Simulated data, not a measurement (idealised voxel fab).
Process module, titled voxel gate over fins
We display cut, a cross-section 300 nm in width whose square cells are each 5 nm.
In this document a cross-section is written as a grid of square cells. It is given as a series of bands, listed from the top down, and a band is one or more rows of cells.
Per band: top height and bottom height in nm, followed by the left-to-right materials and their widths in nm; "everywhere" marks a single material spanning edge to edge, "air" marks empty space.
Heads up on the height convention: 0 is the point under which the incoming wafer is all one material, and the lowest band has no bottom, it just keeps going down, like "z 0 and below".
Note: "30 to 40" means the width goes from the first number (top row of the band) to the second number (bottom row) in equal steps per row of cells.
Step note "changes: none" = no cross-section cell changed.
In the "Closed internal voids" entry, you get each enclosed empty space of 8 cells or more, one with no open way to the top, written width x height at distance, distance from the left edge, in nm.
Anything after a step's settings on that line? It's the simulator's own note about the step.
overlay nm: how far to the right of its planned place the mask lay on this masked step (negative: to the left).
Note on reading: below, each pair holds a cross-section from before one process step and one from after it; the one from after shows only down to the lowest band that changed. Beneath the pair, the step in between is stated along with its settings. The pairs can stem from different runs of this module on the same starting wafer. Where a pair's entry headed "Pre-processing view" says so, and only there, that pair continues from the pair above it.
## Pre-processing view
> z 25 to 10: W everywhere
> z 10 to 5: W 105 nm  TiN 35 nm  W 5 nm  TiN 35 nm  W 120 nm
> z 5 to 0: W 105 nm  TiN 5 nm  HfO2 25 nm  TiN 5 nm  W 5 nm  TiN 5 nm  HfO2 25 nm  TiN 5 nm  W 120 nm
> z 0 to -5: W 105 nm  TiN 5 nm  HfO2 5 nm  Si 15 nm  HfO2 5 nm  TiN 5 nm  W 5 nm  TiN 5 nm  HfO2 5 nm  Si 15 nm  HfO2 5 nm  TiN 5 nm  W 120 nm
> z -5 to -10: TiN 110 nm  HfO2 5 nm  Si 15 nm  HfO2 5 nm  TiN 15 nm  HfO2 5 nm  Si 15 nm  HfO2 5 nm  TiN 125 nm
> z -10 to -15: HfO2 115 nm  Si 15 nm  HfO2 25 nm  Si 15 nm  HfO2 130 nm
> z -15 to -35: SiO2 115 nm  Si 15 nm  SiO2 25 nm  Si 15 nm  SiO2 130 nm
> z -35 and below: Si everywhere
> Closed internal voids: none
## Resulting Structure
> z 20 to 10: W everywhere
> All layers under 10 are left as they were.
> Closed internal voids: none
The transition between the preceding cross-sections is accomplished by CMP,height nm 20
Pre-processing view: unchanged from the after cross-section in the pair immediately above; refer to that figure.
## Resulting Structure
> z 25 to 20: SiN everywhere
> All layers under 20 are left as they were.
> Closed internal voids: none
The transition between the preceding cross-sections is accomplished by CONFORMAL_DEP,material SiN,thk nm 5
## Pre-processing view
> z 0 and below: Si everywhere
> Closed internal voids: none
## Resulting Structure
> z 10 to 0: W everywhere
> All layers under 0 are left as they were.
> Closed internal voids: none
The transition between the preceding cross-sections is accomplished by CONFORMAL_DEP,material W,thk nm 10
Pre-processing view: unchanged from the after cross-section in the pair immediately above; refer to that figure.
## Resulting Structure
> z 25 to 10: air 120 nm  resist 15 nm  air 25 nm  resist 15 nm  air 125 nm
> All layers under 10 are left as they were.
> Closed internal voids: none
The transition between the preceding cross-sections is accomplished by PATTERN,tone cover,mask id FINS,material resist,width nm 15,pitch nm 40,thk nm 15,overlay nm 0
Pre-processing view: unchanged from the after cross-section in the pair immediately above; refer to that figure.
## Resulting Structure
> z 10 to 0: W everywhere
> All layers under 0 are left as they were.
> Closed internal voids: none
The transition between the preceding cross-sections is accomplished by STRIP,etch materials resist
Pre-processing view: unchanged from the after cross-section in the pair immediately above; refer to that figure.
## Resulting Structure
> z 25 to 10: SiO2 everywhere
> All layers under 10 are left as they were.
> Closed internal voids: none
The transition between the preceding cross-sections is accomplished by FILL_DEP,material SiO2,thk nm 15
Pre-processing view: unchanged from the after cross-section in the pair immediately above; refer to that figure.
## Resulting Structure
> z 10 to 0: W everywhere
> All layers under 0 are left as they were.
> Closed internal voids: none
The transition between the preceding cross-sections is accomplished by CMP,height nm 10
Pre-processing view: unchanged from the after cross-section in the pair immediately above; refer to that figure.
## Resulting Structure
> z 15 to 10: HfO2 everywhere
> All layers under 10 are left as they were.
> Closed internal voids: none
The transition between the preceding cross-sections is accomplished by CONFORMAL_DEP,material HfO2,thk nm 5
Pre-processing view: unchanged from the after cross-section in the pair immediately above; refer to that figure.
## Resulting Structure
> z 20 to 15: TiN everywhere
> All layers under 15 are left as they were.
> Closed internal voids: none
The transition between the preceding cross-sections is accomplished by CONFORMAL_DEP,material TiN,thk nm 5
Pre-processing view: unchanged from the after cross-section in the pair immediately above; refer to that figure.
## Resulting Structure
> z 35 to 20: W everywhere
> All layers under 20 are left as they were.
> Closed internal voids: none
The transition between the preceding cross-sections is accomplished by FILL_DEP,material W,thk nm 15
Pre-processing view: unchanged from the after cross-section in the pair immediately above; refer to that figure.
## Resulting Structure
> z 20 to 15: TiN everywhere
> All layers under 15 are left as they were.
> Closed internal voids: none
The transition between the preceding cross-sections is accomplished by CMP,height nm 20
Pre-processing view: unchanged from the after cross-section in the pair immediately above; refer to that figure.
## Resulting Structure
> z 25 to 20: SiN everywhere
> All layers under 20 are left as they were.
> Closed internal voids: none
The transition between the preceding cross-sections is accomplished by CONFORMAL_DEP,material SiN,thk nm 5
## Pre-processing view
> z 10 to 0: SiN everywhere
> z 0 and below: Si everywhere
> Closed internal voids: none
## Resulting Structure
> z 25 to 10: resist 120 nm  air 15 nm  resist 25 nm  air 15 nm  resist 125 nm
> All layers under 10 are left as they were.
> Closed internal voids: none
The transition between the preceding cross-sections is accomplished by PATTERN,tone open,mask id FINS,material resist,width nm 15,pitch nm 40,thk nm 15,overlay nm 0
Pre-processing view: unchanged from the after cross-section in the pair immediately above; refer to that figure.
## Resulting Structure
> z 25 to 10: resist 120 nm  air 15 nm  resist 25 nm  air 15 nm  resist 125 nm
> z 10 to 0: SiN 120 nm  air 15 nm  SiN 25 nm  air 15 nm  SiN 125 nm
> All layers under 0 are left as they were.
> Closed internal voids: none
The transition between the preceding cross-sections is accomplished by DIRECTIONAL_ETCH,etch materials SiN,depth nm 10
Pre-processing view: unchanged from the after cross-section in the pair immediately above; refer to that figure.
## Resulting Structure
> z 25 to 10: resist 120 nm  air 15 nm  resist 25 nm  air 15 nm  resist 125 nm
> z 10 to 0: SiN 120 nm  air 15 nm  SiN 25 nm  air 15 nm  SiN 125 nm
> z 0 to -35: Si 120 nm  air 15 nm  Si 25 nm  air 15 nm  Si 125 nm
> All layers under -35 are left as they were.
> Closed internal voids: none
The transition between the preceding cross-sections is accomplished by DIRECTIONAL_ETCH,etch materials Si,depth nm 35
Pre-processing view: unchanged from the after cross-section in the pair immediately above; refer to that figure.
## Resulting Structure
> z 10 to 0: SiN 120 nm  air 15 nm  SiN 25 nm  air 15 nm  SiN 125 nm
> All layers under 0 are left as they were.
> Closed internal voids: none
The transition between the preceding cross-sections is accomplished by STRIP,etch materials resist
Pre-processing view: unchanged from the after cross-section in the pair immediately above; refer to that figure.
## Resulting Structure
> z 25 to 10: SiO2 everywhere
> z 10 to 0: SiN 120 nm  SiO2 15 nm  SiN 25 nm  SiO2 15 nm  SiN 125 nm
> z 0 to -35: Si 120 nm  SiO2 15 nm  Si 25 nm  SiO2 15 nm  Si 125 nm
> All layers under -35 are left as they were.
> Closed internal voids: none
The transition between the preceding cross-sections is accomplished by FILL_DEP,material SiO2,thk nm 15
Pre-processing view: unchanged from the after cross-section in the pair immediately above; refer to that figure.
## Resulting Structure
> z 10 to 0: SiN 120 nm  SiO2 15 nm  SiN 25 nm  SiO2 15 nm  SiN 125 nm
> All layers under 0 are left as they were.
> Closed internal voids: none
The transition between the preceding cross-sections is accomplished by CMP,height nm 10
Pre-processing view: unchanged from the after cross-section in the pair immediately above; refer to that figure.
## Resulting Structure
> z 10 to 0: SiN 120 nm  air 15 nm  SiN 25 nm  air 15 nm  SiN 125 nm
> z 0 to -15: Si 120 nm  air 15 nm  Si 25 nm  air 15 nm  Si 125 nm
> All layers under -15 are left as they were.
> Closed internal voids: none
The transition between the preceding cross-sections is accomplished by SELECTIVE_ETCH,etch materials SiO2,depth nm 25
Pre-processing view: unchanged from the after cross-section in the pair immediately above; refer to that figure.
## Resulting Structure
> z 0 to -15: Si 120 nm  air 15 nm  Si 25 nm  air 15 nm  Si 125 nm
> All layers under -15 are left as they were.
> Closed internal voids: none
The transition between the preceding cross-sections is accomplished by STRIP,etch materials SiN
Pre-processing view: unchanged from the after cross-section in the pair immediately above; refer to that figure.
## Resulting Structure
> z 5 to 0: HfO2 125 nm  air 5 nm  HfO2 35 nm  air 5 nm  HfO2 130 nm
> z 0 to -10: Si 120 nm  HfO2 5 nm  air 5 nm  HfO2 5 nm  Si 25 nm  HfO2 5 nm  air 5 nm  HfO2 5 nm  Si 125 nm
> z -10 to -15: Si 120 nm  HfO2 15 nm  Si 25 nm  HfO2 15 nm  Si 125 nm
> All layers under -15 are left as they were.
> Closed internal voids: none
The transition between the preceding cross-sections is accomplished by CONFORMAL_DEP,material HfO2,thk nm 5
Pre-processing view: unchanged from the after cross-section in the pair immediately above; refer to that figure.
## Resulting Structure
> z 10 to 5: TiN everywhere
> z 5 to 0: HfO2 125 nm  TiN 5 nm  HfO2 35 nm  TiN 5 nm  HfO2 130 nm
> z 0 to -10: Si 120 nm  HfO2 5 nm  TiN 5 nm  HfO2 5 nm  Si 25 nm  HfO2 5 nm  TiN 5 nm  HfO2 5 nm  Si 125 nm
> All layers under -10 are left as they were.
> Closed internal voids: none
The transition between the preceding cross-sections is accomplished by CONFORMAL_DEP,material TiN,thk nm 5
Pre-processing view: unchanged from the after cross-section in the pair immediately above; refer to that figure.
## Resulting Structure
> z 25 to 10: W everywhere
> All layers under 10 are left as they were.
> Closed internal voids: none
The transition between the preceding cross-sections is accomplished by FILL_DEP,material W,thk nm 15
Pre-processing view: unchanged from the after cross-section in the pair immediately above; refer to that figure.
## Resulting Structure
> z 20 to 10: W everywhere
> All layers under 10 are left as they were.
> Closed internal voids: none
The transition between the preceding cross-sections is accomplished by CMP,height nm 20
Pre-processing view: unchanged from the after cross-section in the pair immediately above; refer to that figure.
## Resulting Structure
> z 25 to 20: SiN everywhere
> All layers under 20 are left as they were.
> Closed internal voids: none
The transition between the preceding cross-sections is accomplished by CONFORMAL_DEP,material SiN,thk nm 5
